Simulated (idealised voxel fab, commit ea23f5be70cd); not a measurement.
A process module follows: voxel ribs on slabs.
FYI the section here is cut, 285 nm wide, cells are 5 nm squares.
Just so we're on the same page, the cross-sections are grids of square cells, and they're listed out in bands top to bottom, each band one or more rows deep.
Band: top and bottom heights (nm) first, top before bottom; then materials from left to right, widths in nm. "everywhere" marks a sole material filling the band edge to edge. "air" denotes empty space.
Below 0: as-received wafer, all one material; heights counted from there. Lowest band: no bottom, goes on down, written "0..down".
A width such as "30..40" changes by the same amount from each row of cells to the next, from the band's top row to its bottom row.
No cell of the cross-section changed in a step that is given as "all unchanged".
"Sealed-off cavities" - sealed voids, min. 8 cells, no opening to top; format: width x height at distance (distance from left edge; nm throughout).
Past the settings on a step's line: simulator remark, on that step.
"overlay nm" answers the question of how far to the right of plan the mask lay on a step that has a mask, and when it is negative the answer is to the left.
[Intended process steps]
| 1 | op RECEIVE | material Si |
| 2 | op DIRECTIONAL_DEP | material SiO2 | thk nm 30 |
| 3 | op DIRECTIONAL_DEP | material SiN | thk nm 20 |
| 4 | op MASKED_ETCH | tone cover | mask id RIB | width nm 25 | etch materials SiN | depth nm 15 | overlay nm 0 |
| 5 | op PATTERN | tone cover | mask id SLAB | material resist | width nm 65 | thk nm 15 | overlay nm 0 |
| 6 | op DIRECTIONAL_ETCH | etch materials SiN | depth nm 5 |
| 7 | op STRIP | etch materials resist |
| 8 | op FILL_DEP | material SiO2 | thk nm 25 |
| 9 | op CMP | height nm 70 |
| 10 | op DIRECTIONAL_DEP | material TiN | thk nm 10 |
| 11 | op DIRECTIONAL_DEP | material aC | thk nm 15 |
| 12 | op PATTERN | tone cover | mask id HEATER | material resist | width nm 35 | thk nm 35 | overlay nm 0 |
| 13 | op DIRECTIONAL_ETCH | etch materials aC | depth nm 15 |
| 14 | op STRIP | etch materials resist |
| 15 | op DIRECTIONAL_ETCH | etch materials TiN | depth nm 10 |
| 16 | op STRIP | etch materials aC |
| 17 | op CONFORMAL_DEP | material SiO2 | thk nm 5 |
[First wafer of two (run as planned)]
[Cross-section of the wafer upon arrival, representing the state reached after step 1]
- 0..down  Si everywhere
- Sealed-off cavities: none
[So this is the wafer cross-section right after step 2]
- 30..0  SiO2 everywhere
- Unchanged below 0.
[So this is the wafer cross-section right after step 3]
- 50..30  SiN everywhere
- Unchanged below 30.
[So this is the wafer cross-section right after step 4]
- 50..35  130 air | 25 SiN | 130 air
- Unchanged below 35.
[So this is the wafer cross-section right after step 5]
- 65..50  110 air | 65 resist | 110 air
- 50..35  110 air | 20 resist | 25 SiN | 20 resist | 110 air
- Unchanged below 35.
[So this is the wafer cross-section right after step 6]
- 65..50  110 air | 65 resist | 110 air
- 50..35  110 air | 20 resist | 25 SiN | 20 resist | 110 air
- 35..30  110 air | 65 SiN | 110 air
- Unchanged below 30.
[So this is the wafer cross-section right after step 7]
- 50..35  130 air | 25 SiN | 130 air
- Unchanged below 35.
[So this is the wafer cross-section right after step 8]
- 75..50  SiO2 everywhere
- 50..35  130 SiO2 | 25 SiN | 130 SiO2
- 35..30  110 SiO2 | 65 SiN | 110 SiO2
- Unchanged below 30.
[So this is the wafer cross-section right after step 9]
- 70..50  SiO2 everywhere
- Unchanged below 50.
[So this is the wafer cross-section right after step 10]
- 80..70  TiN everywhere
- Unchanged below 70.
[So this is the wafer cross-section right after step 11]
- 95..80  aC everywhere
- Unchanged below 80.
[So this is the wafer cross-section right after step 12]
- 130..95  125 air | 35 resist | 125 air
- Unchanged below 95.
[So this is the wafer cross-section right after step 13]
- 115..95  125 air | 35 resist | 125 air
- 95..80  125 air | 35 aC | 125 air
- Unchanged below 80.
[So this is the wafer cross-section right after step 14]
- 95..80  125 air | 35 aC | 125 air
- Unchanged below 80.
[So this is the wafer cross-section right after step 15]
- 95..80  125 air | 35 aC | 125 air
- 80..70  125 air | 35 TiN | 125 air
- Unchanged below 70.
[So this is the wafer cross-section right after step 16]
- 80..70  125 air | 35 TiN | 125 air
- Unchanged below 70.
[So this is the wafer cross-section right after step 17]
- 85..80  120 air | 45 SiO2 | 120 air
- 80..75  120 air | 5 SiO2 | 35 TiN | 5 SiO2 | 120 air
- 75..70  125 SiO2 | 35 TiN | 125 SiO2
- Unchanged below 70.
[Wafer two. Same start, same plan, one slip in execution. Same as wafer one through step 2, inclusive]
[Planned end of step 3: second wafer, cross-section]
- 70..30  SiN everywhere
- Unchanged below 30.
[Planned end of step 4: second wafer, cross-section]
- 70..55  130 air | 25 SiN | 130 air
- Unchanged below 55.
[Planned end of step 5: second wafer, cross-section]
- 85..70  110 air | 65 resist | 110 air
- 70..55  110 air | 20 resist | 25 SiN | 20 resist | 110 air
- Unchanged below 55.
[Planned end of step 6: second wafer, cross-section]
- 85..70  110 air | 65 resist | 110 air
- 70..55  110 air | 20 resist | 25 SiN | 20 resist | 110 air
- 55..50  110 air | 65 SiN | 110 air
- Unchanged below 50.
[Planned end of step 7: second wafer, cross-section]
- 70..55  130 air | 25 SiN | 130 air
- Unchanged below 55.
[Planned end of step 8: second wafer, cross-section]
- 95..70  SiO2 everywhere
- 70..55  130 SiO2 | 25 SiN | 130 SiO2
- 55..50  110 SiO2 | 65 SiN | 110 SiO2
- Unchanged below 50.
[Planned end of step 9: second wafer, cross-section]
- 70..55  130 SiO2 | 25 SiN | 130 SiO2
- Unchanged below 55.
[Planned end of step 10: second wafer, cross-section]
- 80..70  TiN everywhere
- Unchanged below 70.
[Planned end of step 11: second wafer, cross-section]
- 95..80  aC everywhere
- Unchanged below 80.
[Planned end of step 12: second wafer, cross-section]
- 130..95  125 air | 35 resist | 125 air
- Unchanged below 95.
[Planned end of step 13: second wafer, cross-section]
- 115..95  125 air | 35 resist | 125 air
- 95..80  125 air | 35 aC | 125 air
- Unchanged below 80.
[Planned end of step 14: second wafer, cross-section]
- 95..80  125 air | 35 aC | 125 air
- Unchanged below 80.
[Planned end of step 15: second wafer, cross-section]
- 95..80  125 air | 35 aC | 125 air
- 80..70  125 air | 35 TiN | 125 air
- Unchanged below 70.
[Planned end of step 16: second wafer, cross-section]
- 80..70  125 air | 35 TiN | 125 air
- Unchanged below 70.
[Planned end of step 17: second wafer, cross-section]
- 85..80  120 air | 45 SiO2 | 120 air
- 80..75  120 air | 5 SiO2 | 35 TiN | 5 SiO2 | 120 air
- 75..70  125 SiO2 | 35 TiN | 125 SiO2
- Unchanged below 70.
What broke from the plan during processing? twice, step 3 of the plan was run
It is noted that, at the conclusion of processing, the second wafer exhibits a higher or lower cell count for certain materials relative to the first: +228 SiN; -228 SiO2
